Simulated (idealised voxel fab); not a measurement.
This section sets out a process module, namely voxel transistor to metal.
In the cross-section labelled cut, the width is 215 nm and each square cell is 5 nm.
Think of the cross-section as a grid of square cells. We describe it in bands, top to bottom, and each band covers one or more rows of those cells.
Basically the band line says how high the top is and how high the bottom is, in nm, and then what's in it from left to right, every material with its width in nm. Empty space shows up as "blank", and if a single material carries "full width" it runs the full band edge to edge.
Convention: height 0 is the level below which the wafer, as received, is all one material. The lowest band does not terminate at the bottom but continues downward, represented as "0..down".
Think of "30..40" as a width that walks from the first number to the second as you go down the band, top row to bottom row, taking equal-sized steps from row to row.
Take "everything unchanged" at face value: in the step it is given for, the cross-section changed in none of its cells.
Look at "Entrapped voids" for the closed voids: empty spaces with no open path to the top, sized 8 cells or up. Each is width x height at distance, distance from the left edge, all nm.
If you see something after the settings on a step's line, that's the simulator's own remark about that step.
overlay nm: right-of-plan distance of the mask on a masked step; negative values mean left-of-plan.
## Steps planned for the process
1) RECEIVE,material Si
2) CONFORMAL_DEP,material SiO2,thk nm 5
3) CONFORMAL_DEP,material SiN,thk nm 10
4) DIRECTIONAL_DEP,material aC,thk nm 15
5) PATTERN,tone cover,mask id ACTIVE,material resist,width nm 115,thk nm 30,overlay nm 0
6) DIRECTIONAL_ETCH,etch materials aC,depth nm 15
7) STRIP,etch materials resist
8) DIRECTIONAL_ETCH,etch materials SiN,depth nm 10
9) DIRECTIONAL_ETCH,etch materials SiO2,depth nm 5
10) DIRECTIONAL_ETCH,etch materials Si,depth nm 25
11) STRIP,etch materials aC
12) OXIDIZE,depth nm 5
13) FILL_DEP,material SiO2,thk nm 15
14) CMP,height nm 15
15) SELECTIVE_ETCH,etch materials SiO2,depth nm 10
16) STRIP,etch materials SiN
17) SELECTIVE_ETCH,etch materials SiO2,depth nm 5
18) OXIDIZE,depth nm 5
19) DIRECTIONAL_DEP,material polySi,thk nm 25
20) DIRECTIONAL_DEP,material SiCN,thk nm 15
21) DIRECTIONAL_DEP,material aC,thk nm 15
22) PATTERN,tone cover,mask id GATE,material resist,width nm 25,thk nm 35,overlay nm 0
23) DIRECTIONAL_ETCH,etch materials aC,depth nm 15
24) STRIP,etch materials resist
25) DIRECTIONAL_ETCH,etch materials SiCN,depth nm 25
26) DIRECTIONAL_ETCH,etch materials polySi,depth nm 35
27) STRIP,etch materials aC
28) CONFORMAL_DEP,material SiN,thk nm 10
29) DIRECTIONAL_ETCH,etch materials SiN,depth nm 10
30) DIRECTIONAL_ETCH,etch materials SiO2,depth nm 5
31) DIRECTIONAL_ETCH,etch materials Si,depth nm 5
32) EPI,material pSi,thk nm 5
33) FILL_DEP,material SiO2,thk nm 10
34) CMP,height nm 25
35) STRIP,etch materials polySi
36) SELECTIVE_ETCH,etch materials SiO2,depth nm 5
37) CONFORMAL_DEP,material HfO2,thk nm 5
38) CONFORMAL_DEP,material TiN,thk nm 5
39) FILL_DEP,material W,thk nm 10
40) CMP,height nm 20
41) DIRECTIONAL_DEP,material SiO2,thk nm 15
42) DIRECTIONAL_DEP,material aC,thk nm 15
43) PATTERN,tone open,mask id CONTACT,material resist,width nm 20,pitch nm 75,thk nm 35,overlay nm 0
44) DIRECTIONAL_ETCH,etch materials aC,depth nm 15
45) STRIP,etch materials resist
46) DIRECTIONAL_ETCH,etch materials SiO2,depth nm 40
47) STRIP,etch materials aC
48) CONFORMAL_DEP,material TiN,thk nm 5
49) FILL_DEP,material W,thk nm 10
50) CMP,height nm 35
51) DIRECTIONAL_DEP,material TiN,thk nm 5
52) DIRECTIONAL_DEP,material W,thk nm 25
53) DIRECTIONAL_DEP,material aC,thk nm 10
54) PATTERN,tone cover,mask id METAL_1,material resist,width nm 20,pitch nm 75,thk nm 25,overlay nm 0
55) DIRECTIONAL_ETCH,etch materials aC,depth nm 10
56) STRIP,etch materials resist
57) DIRECTIONAL_ETCH,etch materials W,depth nm 25
58) DIRECTIONAL_ETCH,etch materials TiN,depth nm 5
59) STRIP,etch materials aC
60) FILL_DEP,material SiO2,thk nm 10
61) CMP,height nm 65
62) CONFORMAL_DEP,material SiCN,thk nm 5
63) DIRECTIONAL_DEP,material SiO2,thk nm 35
64) MASKED_ETCH,tone open,mask id METAL_2,width nm 20,pitch nm 75,etch materials SiO2,depth nm 20,overlay nm 0
65) PATTERN,tone open,mask id METAL_2_HOLES,material resist,width nm 15,pitch nm 75,thk nm 20,overlay nm 0
66) DIRECTIONAL_ETCH,etch materials SiO2,depth nm 15
67) DIRECTIONAL_ETCH,etch materials SiCN,depth nm 5
68) STRIP,etch materials resist
69) CONFORMAL_DEP,material TiN,thk nm 5
70) FILL_DEP,material Ru,thk nm 5
71) CMP,height nm 105
72) CONFORMAL_DEP,material SiN,thk nm 5
## The cross-section here shows the wafer as received, i.e. in its state after step 1
* 0..down | Si full width
* Entrapped voids: none
## First of two wafers at the end of the module, shown in cross-section; run carried out as planned
* 110..105 | SiN full width
* 105..90 | SiO2 60 nm  TiN 5 nm  Ru 10 nm  TiN 5 nm  SiO2 55 nm  TiN 5 nm  Ru 10 nm  TiN 5 nm  SiO2 60 nm
* 90..85 | SiO2 60 nm  TiN 5 nm  Ru 5 nm  TiN 10 nm  SiO2 55 nm  TiN 5 nm  Ru 5 nm  TiN 10 nm  SiO2 60 nm
* 85..70 | SiO2 60 nm  TiN 5 nm  Ru 5 nm  TiN 5 nm  SiO2 60 nm  TiN 5 nm  Ru 5 nm  TiN 5 nm  SiO2 65 nm
* 70..65 | SiCN 60 nm  TiN 15 nm  SiCN 60 nm  TiN 15 nm  SiCN 65 nm
* 65..40 | SiO2 60 nm  W 20 nm  SiO2 55 nm  W 20 nm  SiO2 60 nm
* 40..35 | SiO2 60 nm  TiN 20 nm  SiO2 55 nm  TiN 20 nm  SiO2 60 nm
* 35..20 | SiO2 60 nm  TiN 5 nm  W 10 nm  TiN 5 nm  SiO2 55 nm  TiN 5 nm  W 10 nm  TiN 5 nm  SiO2 60 nm
* 20..5 | SiO2 60 nm  TiN 5 nm  W 10 nm  TiN 5 nm  SiO2 5 nm  SiN 10 nm  HfO2 5 nm  TiN 5 nm  W 5 nm  TiN 5 nm  HfO2 5 nm  SiN 10 nm  SiO2 5 nm  TiN 5 nm  W 10 nm  TiN 5 nm  SiO2 60 nm
* 5..0 | SiO2 60 nm  TiN 5 nm  W 10 nm  TiN 5 nm  SiO2 5 nm  SiN 10 nm  HfO2 5 nm  TiN 15 nm  HfO2 5 nm  SiN 10 nm  SiO2 5 nm  TiN 5 nm  W 10 nm  TiN 5 nm  SiO2 60 nm
* 0..-5 | SiO2 60 nm  TiN 20 nm  pSi 5 nm  SiO2 5 nm  HfO2 35 nm  SiO2 5 nm  pSi 5 nm  TiN 20 nm  SiO2 60 nm
* -5..-10 | SiO2 55 nm  pSi 30 nm  Si 45 nm  pSi 30 nm  SiO2 55 nm
* -10..-30 | SiO2 55 nm  Si 105 nm  SiO2 55 nm
* -30..down | Si full width
* Entrapped voids: none
## So this is wafer number two of the two, cut at the end of the module - it started where the first did and had the same plan, we just got one thing wrong running it
* 110..105 | SiN full width
* 105..90 | SiO2 60 nm  TiN 5 nm  Ru 10 nm  TiN 5 nm  SiO2 55 nm  TiN 5 nm  Ru 10 nm  TiN 5 nm  SiO2 60 nm
* 90..85 | SiO2 60 nm  TiN 5 nm  Ru 5 nm  TiN 10 nm  SiO2 55 nm  TiN 5 nm  Ru 5 nm  TiN 10 nm  SiO2 60 nm
* 85..70 | SiO2 60 nm  TiN 5 nm  Ru 5 nm  TiN 5 nm  SiO2 60 nm  TiN 5 nm  Ru 5 nm  TiN 5 nm  SiO2 65 nm
* 70..65 | SiCN 60 nm  TiN 15 nm  SiCN 60 nm  TiN 15 nm  SiCN 65 nm
* 65..40 | SiO2 60 nm  W 20 nm  SiO2 55 nm  W 20 nm  SiO2 60 nm
* 40..35 | SiO2 60 nm  TiN 20 nm  SiO2 55 nm  TiN 20 nm  SiO2 60 nm
* 35..20 | SiO2 60 nm  TiN 5 nm  W 10 nm  TiN 5 nm  SiO2 55 nm  TiN 5 nm  W 10 nm  TiN 5 nm  SiO2 60 nm
* 20..5 | SiO2 60 nm  TiN 5 nm  W 10 nm  TiN 5 nm  SiO2 5 nm  SiN 10 nm  HfO2 5 nm  TiN 5 nm  W 5 nm  TiN 5 nm  HfO2 5 nm  SiN 10 nm  SiO2 5 nm  TiN 5 nm  W 10 nm  TiN 5 nm  SiO2 60 nm
* 5..0 | SiO2 60 nm  TiN 5 nm  W 10 nm  TiN 5 nm  SiO2 5 nm  SiN 10 nm  HfO2 5 nm  TiN 15 nm  HfO2 5 nm  SiN 10 nm  SiO2 5 nm  TiN 5 nm  W 10 nm  TiN 5 nm  SiO2 60 nm
* 0..-5 | SiO2 60 nm  TiN 20 nm  pSi 5 nm  SiO2 5 nm  HfO2 35 nm  SiO2 5 nm  pSi 5 nm  TiN 20 nm  SiO2 60 nm
* -5..-10 | SiO2 60 nm  pSi 25 nm  Si 45 nm  pSi 30 nm  SiO2 55 nm
* -10..-30 | SiO2 60 nm  Si 100 nm  SiO2 55 nm
* -30..down | Si full width
* Entrapped voids: none
Processing error: heads up, step 5 didn't go per plan, it actually ran as PATTERN,tone cover,mask id ACTIVE,material resist,width nm 110,thk nm 30,overlay nm 0
Counted in cells at the end, the second wafer holds more or fewer of these materials than the first: 4 fewer of Si; 5 more of SiO2; 1 fewer of pSi
